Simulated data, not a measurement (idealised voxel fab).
The following is a process module called voxel self aligned vias.
235 nm wide, 5 nm square cells: that's cross-section cut.
In what follows, cross-sections appear as grids of square cells, described through bands that run from the top down, where every band is one or more rows of cells. Band: top height; bottom height; in nm. Then, left to right: material with width in nm, for each material. "full width": a single material spanning edge to edge. "empty": empty space. Below 0: as-received wafer, all one material; heights counted from there. Lowest band: no bottom, goes on down, written "z 0 and below". Width spec "30..40" -> top row of cells at first value, bottom row at second value, equal per-row change in between. Step note "all unchanged" = no cross-section cell changed. The label "Closed void listing" introduces a list of the empty spaces, 8 cells or larger, that have no open way up to the top; each entry in it reads width x height at distance, where the distance is taken from the left edge and all three are stated in nm. On a step's line, text after the settings is the simulator commenting on that step. "overlay nm", when on a step's line for a step with a mask, measures how far to the right of its planned place the mask lay; a negative measure means to the left.

PLAN
1,RECEIVE [material Si]
2,CONFORMAL_DEP [material SiO2] [thk nm 10]
3,CONFORMAL_DEP [material SiCN] [thk nm 5]
4,DIRECTIONAL_DEP [material SiO2] [thk nm 20]
5,MASKED_ETCH [tone open] [mask id LINES] [width nm 25] [pitch nm 70] [etch materials SiO2] [depth nm 20] [overlay nm 0]
6,CONFORMAL_DEP [material TiN] [thk nm 5]
7,FILL_DEP [material W] [thk nm 10]
8,CMP [height nm 35]
9,SELECTIVE_ETCH [etch materials W Ru TiN] [depth nm 5]
10,FILL_DEP [material SiN] [thk nm 5]
11,CMP [height nm 35]
12,DIRECTIONAL_DEP [material SiO2] [thk nm 15]
13,MASKED_ETCH [tone open] [mask id VIAS] [width nm 45] [pitch nm 70] [etch materials SiO2] [depth nm 15] [overlay nm 0]
14,MASKED_ETCH [tone open] [mask id VIAS] [width nm 45] [pitch nm 70] [etch materials SiN] [depth nm 5] [overlay nm 0]
15,CONFORMAL_DEP [material TiN] [thk nm 5]
16,FILL_DEP [material W] [thk nm 10]
17,CMP [height nm 50]
18,CONFORMAL_DEP [material SiN] [thk nm 5]

INCOMING WAFER, CROSS-SECTIONAL VIEW, POST STEP 1
* z 0 and below = Si full width
* Closed void listing: none

POST-MODULE CROSS-SECTION OF THE FIRST OF TWO WAFERS (RUN PER PLAN)
* z 55 to 50 = SiN full width
* z 50 to 40 = SiO2 60 nm; TiN 5 nm; W 35 nm; TiN 5 nm; SiO2 25 nm; TiN 5 nm; W 35 nm; TiN 5 nm; SiO2 60 nm
* z 40 to 35 = SiO2 60 nm; TiN 15 nm; W 15 nm; TiN 15 nm; SiO2 25 nm; TiN 15 nm; W 15 nm; TiN 15 nm; SiO2 60 nm
* z 35 to 30 = SiO2 70 nm; TiN 25 nm; SiO2 45 nm; TiN 25 nm; SiO2 70 nm
* z 30 to 20 = SiO2 70 nm; TiN 5 nm; W 15 nm; TiN 5 nm; SiO2 45 nm; TiN 5 nm; W 15 nm; TiN 5 nm; SiO2 70 nm
* z 20 to 15 = SiO2 70 nm; TiN 25 nm; SiO2 45 nm; TiN 25 nm; SiO2 70 nm
* z 15 to 10 = SiCN full width
* z 10 to 0 = SiO2 full width
* z 0 and below = Si full width
* Closed void listing: none

THE SECOND WAFER, SHOWN IN CROSS-SECTION AFTER THE MODULE: STARTED THE SAME WAY AS THE FIRST AND GIVEN THE SAME PLAN, YET ONE MISTAKE CREPT INTO HOW IT WAS RUN
* z 55 to 50 = SiN full width
* z 50 to 40 = SiO2 65 nm; TiN 5 nm; W 25 nm; TiN 5 nm; SiO2 35 nm; TiN 5 nm; W 25 nm; TiN 5 nm; SiO2 65 nm
* z 40 to 35 = SiO2 65 nm; TiN 10 nm; W 15 nm; TiN 10 nm; SiO2 35 nm; TiN 10 nm; W 15 nm; TiN 10 nm; SiO2 65 nm
* z 35 to 30 = SiO2 70 nm; TiN 25 nm; SiO2 45 nm; TiN 25 nm; SiO2 70 nm
* z 30 to 20 = SiO2 70 nm; TiN 5 nm; W 15 nm; TiN 5 nm; SiO2 45 nm; TiN 5 nm; W 15 nm; TiN 5 nm; SiO2 70 nm
* z 20 to 15 = SiO2 70 nm; TiN 25 nm; SiO2 45 nm; TiN 25 nm; SiO2 70 nm
* z 15 to 10 = SiCN full width
* z 10 to 0 = SiO2 full width
* z 0 and below = Si full width
* Closed void listing: none
Error vs. plan: not per plan at step 13, really ran MASKED_ETCH [tone open] [mask id VIAS] [width nm 35] [pitch nm 70] [etch materials SiO2] [depth nm 15] [overlay nm 0]
Cell-count delta at end, second wafer over first, by material: SiO2: 12 more; TiN: 4 fewer; W: 8 fewer
